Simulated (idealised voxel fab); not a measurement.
The document below concerns the process module designated voxel wiring stack.
The figure presents cross-section cut, which has a width of 300 nm and is divided into square cells with an edge length of 5 nm.
Throughout this document, each cross-section is represented as a grid of square cells and is presented as a sequence of bands enumerated from the top downward, where a band comprises one or more rows of cells.
Band: top height; bottom height; in nm. Then, left to right: material with width in nm, for each material. "edge to edge": a single material spanning edge to edge. "blank": empty space.
The level at which height equals 0 is the one under which the wafer, as it arrives, is entirely one material. No lower edge exists for the bottom band, which continues downward and is notated as in "0 -> down".
A two-number width, for instance "30..40", indicates that the width is equal to the first number in the top row of the band and to the second number in the bottom row, and that it changes by a constant amount per row of cells.
"no modifications" means the step left every cell of the cross-section as it was.
Closed void list: empty space of 8 cells or more with no open way to the top, each as width x height at its distance from the left edge, in nm
Text after the settings on a step's line: the simulator's own remark on that step.
overlay nm: on a step with a mask, how far right of its planned place the mask lay; negative means left.
How should the pairs below be read? Each gives the cross-section before one process step and the cross-section after it, the latter drawn only to the lowest band that changed; the step that lies between them, with its settings, appears under the pair. Does a pair pick up where the pair above left off? Only where its entry headed "Before the step" says so, since pairs can come from different runs of this module on the same starting wafer.

Before the step
> 80 -> 65 | 110 nm lowk  25 nm blank  30 nm lowk  25 nm blank  110 nm lowk
> 65 -> 50 | SiCN edge to edge
> 50 -> 40 | 110 nm lowk  5 nm TiN  5 nm Cu  5 nm TiN  175 nm lowk
> 40 -> 35 | 110 nm SiCN  15 nm TiN  175 nm SiCN
> 35 -> 20 | 105 nm lowk  5 nm SiCN  25 nm W  5 nm SiCN  20 nm lowk  5 nm SiCN  25 nm W  5 nm SiCN  105 nm lowk
> 20 -> 15 | 110 nm SiCN  25 nm TiN  30 nm SiCN  25 nm TiN  110 nm SiCN
> 15 -> 0 | SiO2 edge to edge
> 0 -> down | Si edge to edge
> Closed void list: none

Cross-Section Thereafter
> 80 -> 65 | 110 nm lowk  25 nm blank  30 nm lowk  25 nm blank  110 nm lowk
> 65 -> 60 | 110 nm SiCN  25 nm blank  30 nm SiCN  25 nm blank  110 nm SiCN
> For the remainder of the cross-section, below 60, there is no change.
> Closed void list: none
The transition between the preceding cross-sections is accomplished by MASKED_ETCH,tone open,mask id METAL_2,width nm 25,pitch nm 55,etch materials SiCN,depth nm 5,overlay nm 0

Before the step: identical to the post-step cross-section of the immediately preceding pair.

Cross-Section Thereafter
> 85 -> 80 | 115 nm TiN  15 nm blank  40 nm TiN  15 nm blank  115 nm TiN
> 80 -> 65 | 110 nm lowk  5 nm TiN  15 nm blank  5 nm TiN  30 nm lowk  5 nm TiN  15 nm blank  5 nm TiN  110 nm lowk
> 65 -> 60 | 110 nm SiCN  25 nm TiN  30 nm SiCN  25 nm TiN  110 nm SiCN
> For the remainder of the cross-section, below 60, there is no change.
> Closed void list: none
The transition between the preceding cross-sections is accomplished by CONFORMAL_DEP,material TiN,thk nm 5

Before the step: identical to the post-step cross-section of the immediately preceding pair.

Cross-Section Thereafter
> 90 -> 85 | Cu edge to edge
> 85 -> 80 | 115 nm TiN  15 nm Cu  40 nm TiN  15 nm Cu  115 nm TiN
> 80 -> 65 | 110 nm lowk  5 nm TiN  15 nm Cu  5 nm TiN  30 nm lowk  5 nm TiN  15 nm Cu  5 nm TiN  110 nm lowk
> For the remainder of the cross-section, below 65, there is no change.
> Closed void list: none
The transition between the preceding cross-sections is accomplished by FILL_DEP,material Cu,thk nm 5

Before the step: identical to the post-step cross-section of the immediately preceding pair.

Cross-Section Thereafter
> 70 -> 65 | 110 nm lowk  5 nm TiN  15 nm Cu  5 nm TiN  30 nm lowk  5 nm TiN  15 nm Cu  5 nm TiN  110 nm lowk
> For the remainder of the cross-section, below 65, there is no change.
> Closed void list: none
The transition between the preceding cross-sections is accomplished by CMP,height nm 70

Before the step: identical to the post-step cross-section of the immediately preceding pair.

Cross-Section Thereafter
> 75 -> 70 | SiCN edge to edge
> For the remainder of the cross-section, below 70, there is no change.
> Closed void list: none
The transition between the preceding cross-sections is accomplished by CONFORMAL_DEP,material SiCN,thk nm 5

Before the step: identical to the post-step cross-section of the immediately preceding pair.

Cross-Section Thereafter
> 90 -> 75 | lowk edge to edge
> For the remainder of the cross-section, below 75, there is no change.
> Closed void list: none
The transition between the preceding cross-sections is accomplished by DIRECTIONAL_DEP,material lowk,thk nm 15

Before the step: identical to the post-step cross-section of the immediately preceding pair.

Cross-Section Thereafter
> 105 -> 90 | 110 nm resist  15 nm blank  175 nm resist
> For the remainder of the cross-section, below 90, there is no change.
> Closed void list: none
The transition between the preceding cross-sections is accomplished by PATTERN,tone open,mask id PLUG_2,material resist,width nm 15,thk nm 15,overlay nm 0

Before the step: identical to the post-step cross-section of the immediately preceding pair.

Cross-Section Thereafter
> 105 -> 90 | 110 nm resist  15 nm blank  175 nm resist
> 90 -> 75 | 110 nm lowk  15 nm blank  175 nm lowk
> For the remainder of the cross-section, below 75, there is no change.
> Closed void list: none
The transition between the preceding cross-sections is accomplished by DIRECTIONAL_ETCH,etch materials lowk,depth nm 15

Before the step: identical to the post-step cross-section of the immediately preceding pair.

Cross-Section Thereafter
> 105 -> 90 | 110 nm resist  15 nm blank  175 nm resist
> 90 -> 75 | 110 nm lowk  15 nm blank  175 nm lowk
> 75 -> 70 | 110 nm SiCN  15 nm blank  175 nm SiCN
> For the remainder of the cross-section, below 70, there is no change.
> Closed void list: none
The transition between the preceding cross-sections is accomplished by DIRECTIONAL_ETCH,etch materials SiCN,depth nm 5

Before the step: identical to the post-step cross-section of the immediately preceding pair.

Cross-Section Thereafter
> 90 -> 75 | 110 nm lowk  15 nm blank  175 nm lowk
> For the remainder of the cross-section, below 75, there is no change.
> Closed void list: none
The transition between the preceding cross-sections is accomplished by STRIP,etch materials resist

Before the step: identical to the post-step cross-section of the immediately preceding pair.

Cross-Section Thereafter
> 95 -> 90 | 115 nm TiN  5 nm blank  180 nm TiN
> 90 -> 75 | 110 nm lowk  5 nm TiN  5 nm blank  5 nm TiN  175 nm lowk
> 75 -> 70 | 110 nm SiCN  15 nm TiN  175 nm SiCN
> For the remainder of the cross-section, below 70, there is no change.
> Closed void list: none
The transition between the preceding cross-sections is accomplished by CONFORMAL_DEP,material TiN,thk nm 5

Before the step: identical to the post-step cross-section of the immediately preceding pair.

Cross-Section Thereafter
> 100 -> 95 | Cu edge to edge
> 95 -> 90 | 115 nm TiN  5 nm Cu  180 nm TiN
> 90 -> 75 | 110 nm lowk  5 nm TiN  5 nm Cu  5 nm TiN  175 nm lowk
> For the remainder of the cross-section, below 75, there is no change.
> Closed void list: none
The transition between the preceding cross-sections is accomplished by FILL_DEP,material Cu,thk nm 5

Before the step: identical to the post-step cross-section of the immediately preceding pair.

Cross-Section Thereafter
> 90 -> 75 | 110 nm lowk  5 nm TiN  5 nm Cu  5 nm TiN  175 nm lowk
> For the remainder of the cross-section, below 75, there is no change.
> Closed void list: none
The transition between the preceding cross-sections is accomplished by CMP,height nm 90

Before the step: identical to the post-step cross-section of the immediately preceding pair.

Cross-Section Thereafter
> 95 -> 90 | TiN edge to edge
> For the remainder of the cross-section, below 90, there is no change.
> Closed void list: none
The transition between the preceding cross-sections is accomplished by DIRECTIONAL_DEP,material TiN,thk nm 5

Before the step: identical to the post-step cross-section of the immediately preceding pair.

Cross-Section Thereafter
> 115 -> 95 | Ru edge to edge
> For the remainder of the cross-section, below 95, there is no change.
> Closed void list: none
The transition between the preceding cross-sections is accomplished by DIRECTIONAL_DEP,material Ru,thk nm 20

Before the step: identical to the post-step cross-section of the immediately preceding pair.

Cross-Section Thereafter
> 115 -> 95 | 110 nm blank  25 nm Ru  30 nm blank  25 nm Ru  110 nm blank
> For the remainder of the cross-section, below 95, there is no change.
> Closed void list: none
The transition between the preceding cross-sections is accomplished by MASKED_ETCH,tone cover,mask id METAL_3,width nm 25,pitch nm 55,etch materials Ru,depth nm 20,overlay nm 0

Before the step: identical to the post-step cross-section of the immediately preceding pair.

Cross-Section Thereafter
> 115 -> 95 | 110 nm blank  25 nm Ru  30 nm blank  25 nm Ru  110 nm blank
> 95 -> 90 | 110 nm blank  25 nm TiN  30 nm blank  25 nm TiN  110 nm blank
> For the remainder of the cross-section, below 90, there is no change.
> Closed void list: none
The transition between the preceding cross-sections is accomplished by MASKED_ETCH,tone cover,mask id METAL_3,width nm 25,pitch nm 55,etch materials TiN,depth nm 5,overlay nm 0

Before the step: identical to the post-step cross-section of the immediately preceding pair.

Cross-Section Thereafter
> 120 -> 115 | 105 nm blank  35 nm SiCN  20 nm blank  35 nm SiCN  105 nm blank
> 115 -> 95 | 105 nm blank  5 nm SiCN  25 nm Ru  5 nm SiCN  20 nm blank  5 nm SiCN  25 nm Ru  5 nm SiCN  105 nm blank
> 95 -> 90 | 110 nm SiCN  25 nm TiN  30 nm SiCN  25 nm TiN  110 nm SiCN
> For the remainder of the cross-section, below 90, there is no change.
> Closed void list: none
The transition between the preceding cross-sections is accomplished by CONFORMAL_DEP,material SiCN,thk nm 5

Before the step: identical to the post-step cross-section of the immediately preceding pair.

Cross-Section Thereafter
> 125 -> 120 | SiO2 edge to edge
> 120 -> 115 | 105 nm SiO2  35 nm SiCN  20 nm SiO2  35 nm SiCN  105 nm SiO2
> 115 -> 95 | 105 nm SiO2  5 nm SiCN  25 nm Ru  5 nm SiCN  20 nm SiO2  5 nm SiCN  25 nm Ru  5 nm SiCN  105 nm SiO2
> For the remainder of the cross-section, below 95, there is no change.
> Closed void list: none
The transition between the preceding cross-sections is accomplished by FILL_DEP,material SiO2,thk nm 5

Before the step: identical to the post-step cross-section of the immediately preceding pair.

Cross-Section Thereafter
> 115 -> 95 | 105 nm SiO2  5 nm SiCN  25 nm Ru  5 nm SiCN  20 nm SiO2  5 nm SiCN  25 nm Ru  5 nm SiCN  105 nm SiO2
> For the remainder of the cross-section, below 95, there is no change.
> Closed void list: none
The transition between the preceding cross-sections is accomplished by CMP,height nm 115

Before the step: identical to the post-step cross-section of the immediately preceding pair.

Cross-Section Thereafter
> 120 -> 115 | SiCN edge to edge
> For the remainder of the cross-section, below 115, there is no change.
> Closed void list: none
The transition between the preceding cross-sections is accomplished by CONFORMAL_DEP,material SiCN,thk nm 5

Before the step: identical to the post-step cross-section of the immediately preceding pair.

Cross-Section Thereafter
> 150 -> 120 | lowk edge to edge
> For the remainder of the cross-section, below 120, there is no change.
> Closed void list: none
The transition between the preceding cross-sections is accomplished by DIRECTIONAL_DEP,material lowk,thk nm 30

Before the step: identical to the post-step cross-section of the immediately preceding pair.

Cross-Section Thereafter
> 170 -> 150 | 110 nm resist  15 nm blank  40 nm resist  15 nm blank  120 nm resist
> For the remainder of the cross-section, below 150, there is no change.
> Closed void list: none
The transition between the preceding cross-sections is accomplished by PATTERN,tone open,mask id METAL_4_HOLES,material resist,width nm 15,pitch nm 55,thk nm 20,overlay nm 0

Before the step: identical to the post-step cross-section of the immediately preceding pair.

Cross-Section Thereafter
> 170 -> 150 | 110 nm resist  15 nm blank  40 nm resist  15 nm blank  120 nm resist
> 150 -> 120 | 110 nm lowk  15 nm blank  40 nm lowk  15 nm blank  120 nm lowk
> For the remainder of the cross-section, below 120, there is no change.
> Closed void list: none
The transition between the preceding cross-sections is accomplished by DIRECTIONAL_ETCH,etch materials lowk,depth nm 30

Before the step: identical to the post-step cross-section of the immediately preceding pair.

Cross-Section Thereafter
> 150 -> 120 | 110 nm lowk  15 nm blank  40 nm lowk  15 nm blank  120 nm lowk
> For the remainder of the cross-section, below 120, there is no change.
> Closed void list: none
The transition between the preceding cross-sections is accomplished by STRIP,etch materials resist

Before the step: identical to the post-step cross-section of the immediately preceding pair.

Cross-Section Thereafter
> 165 -> 150 | 110 nm resist  25 nm blank  30 nm resist  25 nm blank  110 nm resist
> For the remainder of the cross-section, below 150, there is no change.
> Closed void list: none
The transition between the preceding cross-sections is accomplished by PATTERN,tone open,mask id METAL_4,material resist,width nm 25,pitch nm 55,thk nm 15,overlay nm 0

Before the step: identical to the post-step cross-section of the immediately preceding pair.

Cross-Section Thereafter
> 165 -> 150 | 110 nm resist  25 nm blank  30 nm resist  25 nm blank  110 nm resist
> 150 -> 135 | 110 nm lowk  25 nm blank  30 nm lowk  25 nm blank  110 nm lowk
> For the remainder of the cross-section, below 135, there is no change.
> Closed void list: none
The transition between the preceding cross-sections is accomplished by DIRECTIONAL_ETCH,etch materials lowk,depth nm 15

Before the step: identical to the post-step cross-section of the immediately preceding pair.

Cross-Section Thereafter
> 165 -> 150 | 110 nm resist  25 nm blank  30 nm resist  25 nm blank  110 nm resist
> 150 -> 135 | 110 nm lowk  25 nm blank  30 nm lowk  25 nm blank  110 nm lowk
> 135 -> 120 | 110 nm lowk  15 nm blank  40 nm lowk  15 nm blank  120 nm lowk
> 120 -> 115 | 110 nm SiCN  15 nm blank  40 nm SiCN  15 nm blank  120 nm SiCN
> For the remainder of the cross-section, below 115, there is no change.
> Closed void list: none
The transition between the preceding cross-sections is accomplished by DIRECTIONAL_ETCH,etch materials SiCN,depth nm 5

Before the step: identical to the post-step cross-section of the immediately preceding pair.

Cross-Section Thereafter
> 150 -> 135 | 110 nm lowk  25 nm blank  30 nm lowk  25 nm blank  110 nm lowk
> For the remainder of the cross-section, below 135, there is no change.
> Closed void list: none
The transition between the preceding cross-sections is accomplished by STRIP,etch materials resist

Before the step: identical to the post-step cross-section of the immediately preceding pair.

Cross-Section Thereafter
> 155 -> 150 | 115 nm TiN  15 nm blank  40 nm TiN  15 nm blank  115 nm TiN
> 150 -> 140 | 110 nm lowk  5 nm TiN  15 nm blank  5 nm TiN  30 nm lowk  5 nm TiN  15 nm blank  5 nm TiN  110 nm lowk
> 140 -> 135 | 110 nm lowk  5 nm TiN  5 nm blank  15 nm TiN  30 nm lowk  5 nm TiN  5 nm blank  15 nm TiN  110 nm lowk
> 135 -> 120 | 110 nm lowk  5 nm TiN  5 nm blank  5 nm TiN  40 nm lowk  5 nm TiN  5 nm blank  5 nm TiN  120 nm lowk
> 120 -> 115 | 110 nm SiCN  15 nm TiN  40 nm SiCN  15 nm TiN  120 nm SiCN
> For the remainder of the cross-section, below 115, there is no change.
> Closed void list: none
The transition between the preceding cross-sections is accomplished by CONFORMAL_DEP,material TiN,thk nm 5

Before the step: identical to the post-step cross-section of the immediately preceding pair.

Cross-Section Thereafter
> 165 -> 155 | Cu edge to edge
> 155 -> 150 | 115 nm TiN  15 nm Cu  40 nm TiN  15 nm Cu  115 nm TiN
> 150 -> 140 | 110 nm lowk  5 nm TiN  15 nm Cu  5 nm TiN  30 nm lowk  5 nm TiN  15 nm Cu  5 nm TiN  110 nm lowk
> 140 -> 135 | 110 nm lowk  5 nm TiN  5 nm Cu  15 nm TiN  30 nm lowk  5 nm TiN  5 nm Cu  15 nm TiN  110 nm lowk
> 135 -> 120 | 110 nm lowk  5 nm TiN  5 nm Cu  5 nm TiN  40 nm lowk  5 nm TiN  5 nm Cu  5 nm TiN  120 nm lowk
> For the remainder of the cross-section, below 120, there is no change.
> Closed void list: none
The transition between the preceding cross-sections is accomplished by FILL_DEP,material Cu,thk nm 10

Before the step: identical to the post-step cross-section of the immediately preceding pair.

Cross-Section Thereafter
> 150 -> 140 | 110 nm lowk  5 nm TiN  15 nm Cu  5 nm TiN  30 nm lowk  5 nm TiN  15 nm Cu  5 nm TiN  110 nm lowk
> For the remainder of the cross-section, below 140, there is no change.
> Closed void list: none
The transition between the preceding cross-sections is accomplished by CMP,height nm 150

Before the step: identical to the post-step cross-section of the immediately preceding pair.

Cross-Section Thereafter
> 155 -> 150 | SiN edge to edge
> For the remainder of the cross-section, below 150, there is no change.
> Closed void list: none
The transition between the preceding cross-sections is accomplished by CONFORMAL_DEP,material SiN,thk nm 5

Before the step
> 60 -> 50 | aC edge to edge
> 50 -> 40 | lowk edge to edge
> 40 -> 35 | SiCN edge to edge
> 35 -> 20 | 105 nm lowk  5 nm SiCN  25 nm W  5 nm SiCN  20 nm lowk  5 nm SiCN  25 nm W  5 nm SiCN  105 nm lowk
> 20 -> 15 | 110 nm SiCN  25 nm TiN  30 nm SiCN  25 nm TiN  110 nm SiCN
> 15 -> 0 | SiO2 edge to edge
> 0 -> down | Si edge to edge
> Closed void list: none

Cross-Section Thereafter
> 85 -> 60 | 110 nm resist  20 nm blank  170 nm resist
> For the remainder of the cross-section, below 60, there is no change.
> Closed void list: none
The transition between the preceding cross-sections is accomplished by PATTERN,tone open,mask id PLUG_1,material resist,width nm 20,thk nm 25,overlay nm 0

Before the step: identical to the post-step cross-section of the immediately preceding pair.

Cross-Section Thereafter
> 75 -> 60 | 110 nm resist  20 nm blank  170 nm resist
> 60 -> 50 | 110 nm aC  20 nm blank  170 nm aC
> For the remainder of the cross-section, below 50, there is no change.
> Closed void list: none
The transition between the preceding cross-sections is accomplished by DIRECTIONAL_ETCH,etch materials aC,depth nm 10

Before the step: identical to the post-step cross-section of the immediately preceding pair.

Cross-Section Thereafter
> 60 -> 50 | 110 nm aC  20 nm blank  170 nm aC
> For the remainder of the cross-section, below 50, there is no change.
> Closed void list: none
The transition between the preceding cross-sections is accomplished by STRIP,etch materials resist

Before the step: identical to the post-step cross-section of the immediately preceding pair.

Cross-Section Thereafter
> 60 -> 50 | 110 nm aC  20 nm blank  170 nm aC
> 50 -> 40 | 110 nm lowk  20 nm blank  170 nm lowk
> For the remainder of the cross-section, below 40, there is no change.
> Closed void list: none
The transition between the preceding cross-sections is accomplished by DIRECTIONAL_ETCH,etch materials lowk,depth nm 10

Before the step: identical to the post-step cross-section of the immediately preceding pair.

Cross-Section Thereafter
> 60 -> 50 | 110 nm aC  20 nm blank  170 nm aC
> 50 -> 40 | 110 nm lowk  20 nm blank  170 nm lowk
> 40 -> 35 | 110 nm SiCN  20 nm blank  170 nm SiCN
> For the remainder of the cross-section, below 35, there is no change.
> Closed void list: none
The transition between the preceding cross-sections is accomplished by DIRECTIONAL_ETCH,etch materials SiCN,depth nm 5

Before the step: identical to the post-step cross-section of the immediately preceding pair.

Cross-Section Thereafter
> 50 -> 40 | 110 nm lowk  20 nm blank  170 nm lowk
> For the remainder of the cross-section, below 40, there is no change.
> Closed void list: none
The transition between the preceding cross-sections is accomplished by STRIP,etch materials aC

Before the step: identical to the post-step cross-section of the immediately preceding pair.

Cross-Section Thereafter
> 55 -> 50 | 115 nm TiN  10 nm blank  175 nm TiN
> 50 -> 40 | 110 nm lowk  5 nm TiN  10 nm blank  5 nm TiN  170 nm lowk
> 40 -> 35 | 110 nm SiCN  20 nm TiN  170 nm SiCN
> For the remainder of the cross-section, below 35, there is no change.
> Closed void list: none
The transition between the preceding cross-sections is accomplished by CONFORMAL_DEP,material TiN,thk nm 5

Before the step: identical to the post-step cross-section of the immediately preceding pair.

Cross-Section Thereafter
> 60 -> 55 | Cu edge to edge
> 55 -> 50 | 115 nm TiN  10 nm Cu  175 nm TiN
> 50 -> 40 | 110 nm lowk  5 nm TiN  10 nm Cu  5 nm TiN  170 nm lowk
> For the remainder of the cross-section, below 40, there is no change.
> Closed void list: none
The transition between the preceding cross-sections is accomplished by FILL_DEP,material Cu,thk nm 5

Before the step: identical to the post-step cross-section of the immediately preceding pair.

Cross-Section Thereafter
> 50 -> 40 | 110 nm lowk  5 nm TiN  10 nm Cu  5 nm TiN  170 nm lowk
> For the remainder of the cross-section, below 40, there is no change.
> Closed void list: none
The transition between the preceding cross-sections is accomplished by CMP,height nm 50

Before the step: identical to the post-step cross-section of the immediately preceding pair.

Cross-Section Thereafter
> 55 -> 50 | SiCN edge to edge
> For the remainder of the cross-section, below 50, there is no change.
> Closed void list: none
The transition between the preceding cross-sections is accomplished by CONFORMAL_DEP,material SiCN,thk nm 5

Before the step: identical to the post-step cross-section of the immediately preceding pair.

Cross-Section Thereafter
> 70 -> 55 | lowk edge to edge
> For the remainder of the cross-section, below 55, there is no change.
> Closed void list: none
The transition between the preceding cross-sections is accomplished by DIRECTIONAL_DEP,material lowk,thk nm 15

Before the step: identical to the post-step cross-section of the immediately preceding pair.

Cross-Section Thereafter
> 70 -> 55 | 110 nm lowk  25 nm blank  30 nm lowk  25 nm blank  110 nm lowk
> For the remainder of the cross-section, below 55, there is no change.
> Closed void list: none
The transition between the preceding cross-sections is accomplished by MASKED_ETCH,tone open,mask id METAL_2,width nm 25,pitch nm 55,etch materials lowk,depth nm 15,overlay nm 0

Before the step: identical to the post-step cross-section of the immediately preceding pair.

Cross-Section Thereafter
> 70 -> 55 | 110 nm lowk  25 nm blank  30 nm lowk  25 nm blank  110 nm lowk
> 55 -> 50 | 110 nm SiCN  25 nm blank  30 nm SiCN  25 nm blank  110 nm SiCN
> For the remainder of the cross-section, below 50, there is no change.
> Closed void list: none
The transition between the preceding cross-sections is accomplished by MASKED_ETCH,tone open,mask id METAL_2,width nm 25,pitch nm 55,etch materials SiCN,depth nm 5,overlay nm 0

Before the step: identical to the post-step cross-section of the immediately preceding pair.

Cross-Section Thereafter
> 75 -> 70 | 115 nm TiN  15 nm blank  40 nm TiN  15 nm blank  115 nm TiN
> 70 -> 55 | 110 nm lowk  5 nm TiN  15 nm blank  5 nm TiN  30 nm lowk  5 nm TiN  15 nm blank  5 nm TiN  110 nm lowk
> 55 -> 50 | 110 nm SiCN  25 nm TiN  30 nm SiCN  25 nm TiN  110 nm SiCN
> For the remainder of the cross-section, below 50, there is no change.
> Closed void list: none
The transition between the preceding cross-sections is accomplished by CONFORMAL_DEP,material TiN,thk nm 5

Before the step: identical to the post-step cross-section of the immediately preceding pair.

Cross-Section Thereafter
> 80 -> 75 | Cu edge to edge
> 75 -> 70 | 115 nm TiN  15 nm Cu  40 nm TiN  15 nm Cu  115 nm TiN
> 70 -> 55 | 110 nm lowk  5 nm TiN  15 nm Cu  5 nm TiN  30 nm lowk  5 nm TiN  15 nm Cu  5 nm TiN  110 nm lowk
> For the remainder of the cross-section, below 55, there is no change.
> Closed void list: none
The transition between the preceding cross-sections is accomplished by FILL_DEP,material Cu,thk nm 5

Before the step: identical to the post-step cross-section of the immediately preceding pair.

Cross-Section Thereafter
> 70 -> 55 | 110 nm lowk  5 nm TiN  15 nm Cu  5 nm TiN  30 nm lowk  5 nm TiN  15 nm Cu  5 nm TiN  110 nm lowk
> For the remainder of the cross-section, below 55, there is no change.
> Closed void list: none
The transition between the preceding cross-sections is accomplished by CMP,height nm 70

Before the step: identical to the post-step cross-section of the immediately preceding pair.

Cross-Section Thereafter
> 75 -> 70 | SiCN edge to edge
> For the remainder of the cross-section, below 70, there is no change.
> Closed void list: none
The transition between the preceding cross-sections is accomplished by CONFORMAL_DEP,material SiCN,thk nm 5

Before the step: identical to the post-step cross-section of the immediately preceding pair.

Cross-Section Thereafter
> 90 -> 75 | lowk edge to edge
> For the remainder of the cross-section, below 75, there is no change.
> Closed void list: none
The transition between the preceding cross-sections is accomplished by DIRECTIONAL_DEP,material lowk,thk nm 15

Before the step: identical to the post-step cross-section of the immediately preceding pair.

Cross-Section Thereafter
> 105 -> 90 | 110 nm resist  15 nm blank  175 nm resist
> For the remainder of the cross-section, below 90, there is no change.
> Closed void list: none
The transition between the preceding cross-sections is accomplished by PATTERN,tone open,mask id PLUG_2,material resist,width nm 15,thk nm 15,overlay nm 0

Before the step: identical to the post-step cross-section of the immediately preceding pair.

Cross-Section Thereafter
> 105 -> 90 | 110 nm resist  15 nm blank  175 nm resist
> 90 -> 75 | 110 nm lowk  15 nm blank  175 nm lowk
> For the remainder of the cross-section, below 75, there is no change.
> Closed void list: none
The transition between the preceding cross-sections is accomplished by DIRECTIONAL_ETCH,etch materials lowk,depth nm 15

Before the step: identical to the post-step cross-section of the immediately preceding pair.

Cross-Section Thereafter
> 105 -> 90 | 110 nm resist  15 nm blank  175 nm resist
> 90 -> 75 | 110 nm lowk  15 nm blank  175 nm lowk
> 75 -> 70 | 110 nm SiCN  15 nm blank  175 nm SiCN
> For the remainder of the cross-section, below 70, there is no change.
> Closed void list: none
The transition between the preceding cross-sections is accomplished by DIRECTIONAL_ETCH,etch materials SiCN,depth nm 5

Before the step: identical to the post-step cross-section of the immediately preceding pair.

Cross-Section Thereafter
> 90 -> 75 | 110 nm lowk  15 nm blank  175 nm lowk
> For the remainder of the cross-section, below 75, there is no change.
> Closed void list: none
The transition between the preceding cross-sections is accomplished by STRIP,etch materials resist

Before the step: identical to the post-step cross-section of the immediately preceding pair.

Cross-Section Thereafter
> 95 -> 90 | 115 nm TiN  5 nm blank  180 nm TiN
> 90 -> 75 | 110 nm lowk  5 nm TiN  5 nm blank  5 nm TiN  175 nm lowk
> 75 -> 70 | 110 nm SiCN  15 nm TiN  175 nm SiCN
> For the remainder of the cross-section, below 70, there is no change.
> Closed void list: none
The transition between the preceding cross-sections is accomplished by CONFORMAL_DEP,material TiN,thk nm 5

Before the step: identical to the post-step cross-section of the immediately preceding pair.

Cross-Section Thereafter
> 100 -> 95 | Cu edge to edge
> 95 -> 90 | 115 nm TiN  5 nm Cu  180 nm TiN
> 90 -> 75 | 110 nm lowk  5 nm TiN  5 nm Cu  5 nm TiN  175 nm lowk
> For the remainder of the cross-section, below 75, there is no change.
> Closed void list: none
The transition between the preceding cross-sections is accomplished by FILL_DEP,material Cu,thk nm 5

Before the step: identical to the post-step cross-section of the immediately preceding pair.

Cross-Section Thereafter
> 90 -> 75 | 110 nm lowk  5 nm TiN  5 nm Cu  5 nm TiN  175 nm lowk
> For the remainder of the cross-section, below 75, there is no change.
> Closed void list: none
The transition between the preceding cross-sections is accomplished by CMP,height nm 90

Before the step: identical to the post-step cross-section of the immediately preceding pair.

Cross-Section Thereafter
> 95 -> 90 | TiN edge to edge
> For the remainder of the cross-section, below 90, there is no change.
> Closed void list: none
The transition between the preceding cross-sections is accomplished by DIRECTIONAL_DEP,material TiN,thk nm 5

Before the step: identical to the post-step cross-section of the immediately preceding pair.

Cross-Section Thereafter
> 115 -> 95 | Ru edge to edge
> For the remainder of the cross-section, below 95, there is no change.
> Closed void list: none
The transition between the preceding cross-sections is accomplished by DIRECTIONAL_DEP,material Ru,thk nm 20

Before the step: identical to the post-step cross-section of the immediately preceding pair.

Cross-Section Thereafter
> 115 -> 95 | 110 nm blank  25 nm Ru  30 nm blank  25 nm Ru  110 nm blank
> For the remainder of the cross-section, below 95, there is no change.
> Closed void list: none
The transition between the preceding cross-sections is accomplished by MASKED_ETCH,tone cover,mask id METAL_3,width nm 25,pitch nm 55,etch materials Ru,depth nm 20,overlay nm 0

Before the step: identical to the post-step cross-section of the immediately preceding pair.

Cross-Section Thereafter
> 115 -> 95 | 110 nm blank  25 nm Ru  30 nm blank  25 nm Ru  110 nm blank
> 95 -> 90 | 110 nm blank  25 nm TiN  30 nm blank  25 nm TiN  110 nm blank
> For the remainder of the cross-section, below 90, there is no change.
> Closed void list: none
The transition between the preceding cross-sections is accomplished by MASKED_ETCH,tone cover,mask id METAL_3,width nm 25,pitch nm 55,etch materials TiN,depth nm 5,overlay nm 0

Before the step: identical to the post-step cross-section of the immediately preceding pair.

Cross-Section Thereafter
> 120 -> 115 | 105 nm blank  35 nm SiCN  20 nm blank  35 nm SiCN  105 nm blank
> 115 -> 95 | 105 nm blank  5 nm SiCN  25 nm Ru  5 nm SiCN  20 nm blank  5 nm SiCN  25 nm Ru  5 nm SiCN  105 nm blank
> 95 -> 90 | 110 nm SiCN  25 nm TiN  30 nm SiCN  25 nm TiN  110 nm SiCN
> For the remainder of the cross-section, below 90, there is no change.
> Closed void list: none
The transition between the preceding cross-sections is accomplished by CONFORMAL_DEP,material SiCN,thk nm 5

Before the step: identical to the post-step cross-section of the immediately preceding pair.

Cross-Section Thereafter
> 125 -> 120 | SiO2 edge to edge
> 120 -> 115 | 105 nm SiO2  35 nm SiCN  20 nm SiO2  35 nm SiCN  105 nm SiO2
> 115 -> 95 | 105 nm SiO2  5 nm SiCN  25 nm Ru  5 nm SiCN  20 nm SiO2  5 nm SiCN  25 nm Ru  5 nm SiCN  105 nm SiO2
> For the remainder of the cross-section, below 95, there is no change.
> Closed void list: none
The transition between the preceding cross-sections is accomplished by FILL_DEP,material SiO2,thk nm 5

Before the step: identical to the post-step cross-section of the immediately preceding pair.

Cross-Section Thereafter
> 115 -> 95 | 105 nm SiO2  5 nm SiCN  25 nm Ru  5 nm SiCN  20 nm SiO2  5 nm SiCN  25 nm Ru  5 nm SiCN  105 nm SiO2
> For the remainder of the cross-section, below 95, there is no change.
> Closed void list: none
The transition between the preceding cross-sections is accomplished by CMP,height nm 115

Before the step: identical to the post-step cross-section of the immediately preceding pair.

Cross-Section Thereafter
> 120 -> 115 | SiCN edge to edge
> For the remainder of the cross-section, below 115, there is no change.
> Closed void list: none
The transition between the preceding cross-sections is accomplished by CONFORMAL_DEP,material SiCN,thk nm 5

Before the step: identical to the post-step cross-section of the immediately preceding pair.

Cross-Section Thereafter
> 150 -> 120 | lowk edge to edge
> For the remainder of the cross-section, below 120, there is no change.
> Closed void list: none
The transition between the preceding cross-sections is accomplished by DIRECTIONAL_DEP,material lowk,thk nm 30

Before the step: identical to the post-step cross-section of the immediately preceding pair.

Cross-Section Thereafter
> 170 -> 150 | 110 nm resist  15 nm blank  40 nm resist  15 nm blank  120 nm resist
> For the remainder of the cross-section, below 150, there is no change.
> Closed void list: none
The transition between the preceding cross-sections is accomplished by PATTERN,tone open,mask id METAL_4_HOLES,material resist,width nm 15,pitch nm 55,thk nm 20,overlay nm 0

Before the step: identical to the post-step cross-section of the immediately preceding pair.

Cross-Section Thereafter
> 170 -> 150 | 110 nm resist  15 nm blank  40 nm resist  15 nm blank  120 nm resist
> 150 -> 120 | 110 nm lowk  15 nm blank  40 nm lowk  15 nm blank  120 nm lowk
> For the remainder of the cross-section, below 120, there is no change.
> Closed void list: none
The transition between the preceding cross-sections is accomplished by DIRECTIONAL_ETCH,etch materials lowk,depth nm 30

Before the step: identical to the post-step cross-section of the immediately preceding pair.

Cross-Section Thereafter
> 150 -> 120 | 110 nm lowk  15 nm blank  40 nm lowk  15 nm blank  120 nm lowk
> For the remainder of the cross-section, below 120, there is no change.
> Closed void list: none
The transition between the preceding cross-sections is accomplished by STRIP,etch materials resist
